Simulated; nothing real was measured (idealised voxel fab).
Process module in this document: voxel tone inversion
The figure presents cross-section cut, which has a width of 205 nm and is divided into square cells with an edge length of 5 nm.
If you're reading a cross-section in this doc, picture square cells in a grid; it comes to you as bands, top ones listed first down to the bottom, and a band can be one or more rows of cells. Band: top height; bottom height; in nm. Then, left to right: material with width in nm, for each material. "edge to edge": a single material spanning edge to edge. "blank": empty space. Measure heights from 0. That's the level where, below it, the as-received wafer is all one material. The lowest band is bottomless and extends downward; write it as in "z 0 and below". Note: "30..40" means the width goes from the first number (top row of the band) to the second number (bottom row) in equal steps per row of cells. The cross-section has no changed cell in any step marked "everything unchanged". Heads up: "Trapped void list" only lists the empty pockets with no open path to the top that are 8 cells or more, and it writes them as width x height at distance, distance from the left edge, in nm. That trailing text on a step's line, after the settings, is the simulator's own remark on the step. The "overlay nm" setting may appear on a step's line; for a step that uses a mask, it gives how far to the right of its planned position the mask lay, and a negative value indicates the left.

# Process steps (planned)
- 1: RECEIVE: material Si
- 2: CONFORMAL_DEP: material SiCN, thk nm 10
- 3: DIRECTIONAL_DEP: material aC, thk nm 15
- 4: PATTERN: tone cover, mask id POSTS, material resist, width nm 25, pitch nm 45, thk nm 10, overlay nm 0
- 5: DIRECTIONAL_ETCH: etch materials aC, depth nm 15
- 6: STRIP: etch materials resist
- 7: FILL_DEP: material SiO2, thk nm 10
- 8: CMP: height nm 25
- 9: STRIP: etch materials aC
For clarity, it should be stated that the wafers under discussion commence in an identical condition and differ with respect to the thk nm of step 4, the plan indicating the value that the first wafer had.

# First of several wafers (as received, post step 1), cross-sectional view
- z 0 and below  Si edge to edge
- Trapped void list: none

# each wafer at the end: cells of each material gained (+) or lost (-) since it was received, then its closed voids
thk nm 10, +82 SiCN, +83 SiO2, +40 aC, Trapped void list: none
thk nm 15, +82 SiCN, +63 SiO2, Trapped void list: none
thk nm 20, +82 SiCN, +63 SiO2, Trapped void list: none
thk nm 25, +82 SiCN, +63 SiO2, Trapped void list: none
thk nm 30, +82 SiCN, +63 SiO2, Trapped void list: none
thk nm 35, +82 SiCN, +63 SiO2, Trapped void list: none
